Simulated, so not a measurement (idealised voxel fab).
You're looking at the process module voxel wiring stack.
Cross-section cut: width 280 nm, square cells of 5 nm.
We lay out every cross-section as a grid of square cells and spell it out in bands from the top down, where one band means one or more rows of cells. Top, bottom (nm), then materials left to right with widths (nm); lone material tagged "full width" fills the whole band edge to edge; "empty" = empty space. We count height from 0. Below that, the starting wafer is all one material. The lowest band never ends at the bottom but goes on down; see "z 0 and below" for how that is written. Per-row width for "30->40": begins at first number (top row of band), ends at second number (bottom row), increment between rows held constant. Any step labelled "stayed the same" changed none of the cells in the cross-section. Look at "Voids, fully enclosed" for the closed voids: empty spaces with no open path to the top, sized 8 cells or up. Each is width x height at distance, distance from the left edge, all nm. Read whatever lies past the settings on a step's line as the simulator's own remark about the step. The setting "overlay nm" may be written on the line of a step. When the step uses a mask, the value reports how far to the right of the planned place the mask lay, and a negative value reports that it lay to the left.
Process steps foreseen in the plan:
1,op RECEIVE | material Si
2,op CONFORMAL_DEP | material SiO2 | thk nm 10
3,op DIRECTIONAL_DEP | material TiN | thk nm 5
4,op DIRECTIONAL_DEP | material W | thk nm 15
5,op MASKED_ETCH | tone cover | mask id METAL_1 | width nm 20 | pitch nm 40 | etch materials W | depth nm 15 | overlay nm 0
6,op MASKED_ETCH | tone cover | mask id METAL_1 | width nm 20 | pitch nm 40 | etch materials TiN | depth nm 5 | overlay nm 0
7,op CONFORMAL_DEP | material SiCN | thk nm 5
8,op FILL_DEP | material lowk | thk nm 5
9,op CMP | height nm 30
10,op CONFORMAL_DEP | material SiCN | thk nm 5
11,op DIRECTIONAL_DEP | material lowk | thk nm 25
12,op DIRECTIONAL_DEP | material aC | thk nm 10
13,op PATTERN | tone open | mask id METAL_2_HOLES | material resist | width nm 15 | pitch nm 80 | thk nm 30 | overlay nm 0
14,op DIRECTIONAL_ETCH | etch materials aC | depth nm 10
15,op STRIP | etch materials resist
16,op DIRECTIONAL_ETCH | etch materials lowk | depth nm 25
17,op STRIP | etch materials aC
18,op PATTERN | tone open | mask id METAL_2 | material resist | width nm 20 | pitch nm 40 | thk nm 15 | overlay nm 0
19,op DIRECTIONAL_ETCH | etch materials lowk | depth nm 15
20,op DIRECTIONAL_ETCH | etch materials SiCN | depth nm 5
21,op STRIP | etch materials resist
22,op CONFORMAL_DEP | material TiN | thk nm 5
23,op FILL_DEP | material Ru | thk nm 10
24,op CMP | height nm 60
25,op CONFORMAL_DEP | material SiCN | thk nm 5
Concerning the first of two wafers, which was run in accordance with the plan:
This is the cross-section of the wafer as we received it, i.e. after step 1:
    z 0 and below: Si full width
    Voids, fully enclosed: none
Cross-section: wafer state after step 2:
    z 10 to 0: SiO2 full width
    Note: structure below 0 unchanged.
Cross-section: wafer state after step 3:
    z 15 to 10: TiN full width
    Note: structure below 10 unchanged.
Cross-section: wafer state after step 4:
    z 30 to 15: W full width
    Note: structure below 15 unchanged.
Cross-section: wafer state after step 5:
    z 30 to 15: empty=70, then W=20, then empty=20, then W=20, then empty=20, then W=20, then empty=20, then W=20, then empty=70
    Note: structure below 15 unchanged.
Cross-section: wafer state after step 6:
    z 30 to 15: empty=70, then W=20, then empty=20, then W=20, then empty=20, then W=20, then empty=20, then W=20, then empty=70
    z 15 to 10: empty=70, then TiN=20, then empty=20, then TiN=20, then empty=20, then TiN=20, then empty=20, then TiN=20, then empty=70
    Note: structure below 10 unchanged.
Cross-section: wafer state after step 7:
    z 35 to 30: empty=65, then SiCN=30, then empty=10, then SiCN=30, then empty=10, then SiCN=30, then empty=10, then SiCN=30, then empty=65
    z 30 to 15: empty=65, then SiCN=5, then W=20, then SiCN=5, then empty=10, then SiCN=5, then W=20, then SiCN=5, then empty=10, then SiCN=5, then W=20, then SiCN=5, then empty=10, then SiCN=5, then W=20, then SiCN=5, then empty=65
    z 15 to 10: SiCN=70, then TiN=20, then SiCN=20, then TiN=20, then SiCN=20, then TiN=20, then SiCN=20, then TiN=20, then SiCN=70
    Note: structure below 10 unchanged.
Cross-section: wafer state after step 8:
    z 40 to 35: lowk full width
    z 35 to 30: lowk=65, then SiCN=30, then lowk=10, then SiCN=30, then lowk=10, then SiCN=30, then lowk=10, then SiCN=30, then lowk=65
    z 30 to 15: lowk=65, then SiCN=5, then W=20, then SiCN=5, then lowk=10, then SiCN=5, then W=20, then SiCN=5, then lowk=10, then SiCN=5, then W=20, then SiCN=5, then lowk=10, then SiCN=5, then W=20, then SiCN=5, then lowk=65
    Note: structure below 15 unchanged.
Cross-section: wafer state after step 9:
    z 30 to 15: lowk=65, then SiCN=5, then W=20, then SiCN=5, then lowk=10, then SiCN=5, then W=20, then SiCN=5, then lowk=10, then SiCN=5, then W=20, then SiCN=5, then lowk=10, then SiCN=5, then W=20, then SiCN=5, then lowk=65
    Note: structure below 15 unchanged.
Cross-section: wafer state after step 10:
    z 35 to 30: SiCN full width
    Note: structure below 30 unchanged.
Cross-section: wafer state after step 11:
    z 60 to 35: lowk full width
    Note: structure below 35 unchanged.
Cross-section: wafer state after step 12:
    z 70 to 60: aC full width
    Note: structure below 60 unchanged.
Cross-section: wafer state after step 13:
    z 100 to 70: resist=70, then empty=15, then resist=65, then empty=15, then resist=115
    Note: structure below 70 unchanged.
Cross-section: wafer state after step 14:
    z 90 to 70: resist=70, then empty=15, then resist=65, then empty=15, then resist=115
    z 70 to 60: aC=70, then empty=15, then aC=65, then empty=15, then aC=115
    Note: structure below 60 unchanged.
Cross-section: wafer state after step 15:
    z 70 to 60: aC=70, then empty=15, then aC=65, then empty=15, then aC=115
    Note: structure below 60 unchanged.
Cross-section: wafer state after step 16:
    z 70 to 60: aC=70, then empty=15, then aC=65, then empty=15, then aC=115
    z 60 to 35: lowk=70, then empty=15, then lowk=65, then empty=15, then lowk=115
    Note: structure below 35 unchanged.
Cross-section: wafer state after step 17:
    z 60 to 35: lowk=70, then empty=15, then lowk=65, then empty=15, then lowk=115
    Note: structure below 35 unchanged.
Cross-section: wafer state after step 18:
    z 75 to 60: resist=70, then empty=20, then resist=20, then empty=20, then resist=20, then empty=20, then resist=20, then empty=20, then resist=70
    Note: structure below 60 unchanged.
Cross-section: wafer state after step 19:
    z 75 to 60: resist=70, then empty=20, then resist=20, then empty=20, then resist=20, then empty=20, then resist=20, then empty=20, then resist=70
    z 60 to 45: lowk=70, then empty=20, then lowk=20, then empty=20, then lowk=20, then empty=20, then lowk=20, then empty=20, then lowk=70
    Note: structure below 45 unchanged.
Cross-section: wafer state after step 20:
    z 75 to 60: resist=70, then empty=20, then resist=20, then empty=20, then resist=20, then empty=20, then resist=20, then empty=20, then resist=70
    z 60 to 45: lowk=70, then empty=20, then lowk=20, then empty=20, then lowk=20, then empty=20, then lowk=20, then empty=20, then lowk=70
    z 45 to 35: lowk=70, then empty=15, then lowk=65, then empty=15, then lowk=115
    z 35 to 30: SiCN=70, then empty=15, then SiCN=65, then empty=15, then SiCN=115
    Note: structure below 30 unchanged.
Cross-section: wafer state after step 21:
    z 60 to 45: lowk=70, then empty=20, then lowk=20, then empty=20, then lowk=20, then empty=20, then lowk=20, then empty=20, then lowk=70
    Note: structure below 45 unchanged.
Cross-section: wafer state after step 22:
    z 65 to 60: TiN=75, then empty=10, then TiN=30, then empty=10, then TiN=30, then empty=10, then TiN=30, then empty=10, then TiN=75
    z 60 to 50: lowk=70, then TiN=5, then empty=10, then TiN=5, then lowk=20, then TiN=5, then empty=10, then TiN=5, then lowk=20, then TiN=5, then empty=10, then TiN=5, then lowk=20, then TiN=5, then empty=10, then TiN=5, then lowk=70
    z 50 to 45: lowk=70, then TiN=5, then empty=5, then TiN=10, then lowk=20, then TiN=20, then lowk=20, then TiN=5, then empty=5, then TiN=10, then lowk=20, then TiN=20, then lowk=70
    z 45 to 35: lowk=70, then TiN=5, then empty=5, then TiN=5, then lowk=65, then TiN=5, then empty=5, then TiN=5, then lowk=115
    z 35 to 30: SiCN=70, then TiN=15, then SiCN=65, then TiN=15, then SiCN=115
    Note: structure below 30 unchanged.
Cross-section: wafer state after step 23:
    z 75 to 65: Ru full width
    z 65 to 60: TiN=75, then Ru=10, then TiN=30, then Ru=10, then TiN=30, then Ru=10, then TiN=30, then Ru=10, then TiN=75
    z 60 to 50: lowk=70, then TiN=5, then Ru=10, then TiN=5, then lowk=20, then TiN=5, then Ru=10, then TiN=5, then lowk=20, then TiN=5, then Ru=10, then TiN=5, then lowk=20, then TiN=5, then Ru=10, then TiN=5, then lowk=70
    z 50 to 45: lowk=70, then TiN=5, then Ru=5, then TiN=10, then lowk=20, then TiN=20, then lowk=20, then TiN=5, then Ru=5, then TiN=10, then lowk=20, then TiN=20, then lowk=70
    z 45 to 35: lowk=70, then TiN=5, then Ru=5, then TiN=5, then lowk=65, then TiN=5, then Ru=5, then TiN=5, then lowk=115
    Note: structure below 35 unchanged.
Cross-section: wafer state after step 24:
    z 60 to 50: lowk=70, then TiN=5, then Ru=10, then TiN=5, then lowk=20, then TiN=5, then Ru=10, then TiN=5, then lowk=20, then TiN=5, then Ru=10, then TiN=5, then lowk=20, then TiN=5, then Ru=10, then TiN=5, then lowk=70
    Note: structure below 50 unchanged.
Cross-section: wafer state after step 25:
    z 65 to 60: SiCN full width
    Note: structure below 60 unchanged.
Wafer two. Identical start, identical plan. One mistake in execution. Identical history through step 10:
Second wafer profile in section, at the moment step 11 of the plan was meant to be complete:
    z 85 to 35: lowk full width
    Note: structure below 35 unchanged.
Second wafer profile in section, at the moment step 12 of the plan was meant to be complete:
    z 95 to 85: aC full width
    Note: structure below 85 unchanged.
Second wafer profile in section, at the moment step 13 of the plan was meant to be complete:
    z 125 to 95: resist=70, then empty=15, then resist=65, then empty=15, then resist=115
    Note: structure below 95 unchanged.
Second wafer profile in section, at the moment step 14 of the plan was meant to be complete:
    z 115 to 95: resist=70, then empty=15, then resist=65, then empty=15, then resist=115
    z 95 to 85: aC=70, then empty=15, then aC=65, then empty=15, then aC=115
    Note: structure below 85 unchanged.
Second wafer profile in section, at the moment step 15 of the plan was meant to be complete:
    z 95 to 85: aC=70, then empty=15, then aC=65, then empty=15, then aC=115
    Note: structure below 85 unchanged.
Second wafer profile in section, at the moment step 16 of the plan was meant to be complete:
    z 95 to 85: aC=70, then empty=15, then aC=65, then empty=15, then aC=115
    z 85 to 60: lowk=70, then empty=15, then lowk=65, then empty=15, then lowk=115
    Note: structure below 60 unchanged.
Second wafer profile in section, at the moment step 17 of the plan was meant to be complete:
    z 85 to 60: lowk=70, then empty=15, then lowk=65, then empty=15, then lowk=115
    Note: structure below 60 unchanged.
Second wafer profile in section, at the moment step 18 of the plan was meant to be complete:
    z 100 to 85: resist=70, then empty=20, then resist=20, then empty=20, then resist=20, then empty=20, then resist=20, then empty=20, then resist=70
    Note: structure below 85 unchanged.
Second wafer profile in section, at the moment step 19 of the plan was meant to be complete:
    z 100 to 85: resist=70, then empty=20, then resist=20, then empty=20, then resist=20, then empty=20, then resist=20, then empty=20, then resist=70
    z 85 to 70: lowk=70, then empty=20, then lowk=20, then empty=20, then lowk=20, then empty=20, then lowk=20, then empty=20, then lowk=70
    z 70 to 45: lowk=70, then empty=15, then lowk=65, then empty=15, then lowk=115
    Note: structure below 45 unchanged.
Second wafer profile in section, at the moment step 20 of the plan was meant to be complete: stayed the same
Second wafer profile in section, at the moment step 21 of the plan was meant to be complete:
    z 85 to 70: lowk=70, then empty=20, then lowk=20, then empty=20, then lowk=20, then empty=20, then lowk=20, then empty=20, then lowk=70
    Note: structure below 70 unchanged.
Second wafer profile in section, at the moment step 22 of the plan was meant to be complete:
    z 90 to 85: TiN=75, then empty=10, then TiN=30, then empty=10, then TiN=30, then empty=10, then TiN=30, then empty=10, then TiN=75
    z 85 to 75: lowk=70, then TiN=5, then empty=10, then TiN=5, then lowk=20, then TiN=5, then empty=10, then TiN=5, then lowk=20, then TiN=5, then empty=10, then TiN=5, then lowk=20, then TiN=5, then empty=10, then TiN=5, then lowk=70
    z 75 to 70: lowk=70, then TiN=5, then empty=5, then TiN=10, then lowk=20, then TiN=20, then lowk=20, then TiN=5, then empty=5, then TiN=10, then lowk=20, then TiN=20, then lowk=70
    z 70 to 50: lowk=70, then TiN=5, then empty=5, then TiN=5, then lowk=65, then TiN=5, then empty=5, then TiN=5, then lowk=115
    z 50 to 45: lowk=70, then TiN=15, then lowk=65, then TiN=15, then lowk=115
    Note: structure below 45 unchanged.
Second wafer profile in section, at the moment step 23 of the plan was meant to be complete:
    z 100 to 90: Ru full width
    z 90 to 85: TiN=75, then Ru=10, then TiN=30, then Ru=10, then TiN=30, then Ru=10, then TiN=30, then Ru=10, then TiN=75
    z 85 to 75: lowk=70, then TiN=5, then Ru=10, then TiN=5, then lowk=20, then TiN=5, then Ru=10, then TiN=5, then lowk=20, then TiN=5, then Ru=10, then TiN=5, then lowk=20, then TiN=5, then Ru=10, then TiN=5, then lowk=70
    z 75 to 70: lowk=70, then TiN=5, then Ru=5, then TiN=10, then lowk=20, then TiN=20, then lowk=20, then TiN=5, then Ru=5, then TiN=10, then lowk=20, then TiN=20, then lowk=70
    z 70 to 50: lowk=70, then TiN=5, then Ru=5, then TiN=5, then lowk=65, then TiN=5, then Ru=5, then TiN=5, then lowk=115
    Note: structure below 50 unchanged.
Second wafer profile in section, at the moment step 24 of the plan was meant to be complete:
    z 60 to 50: lowk=70, then TiN=5, then Ru=5, then TiN=5, then lowk=65, then TiN=5, then Ru=5, then TiN=5, then lowk=115
    Note: structure below 50 unchanged.
Second wafer profile in section, at the moment step 25 of the plan was meant to be complete:
    z 65 to 60: SiCN full width
    Note: structure below 60 unchanged.
Error vs. plan: step 11 of the plan was twice carried out
Once processing is complete, comparing cell counts shows that the second wafer has more or fewer of certain materials than the first: Ru -18, SiCN +6, TiN -30, lowk +42
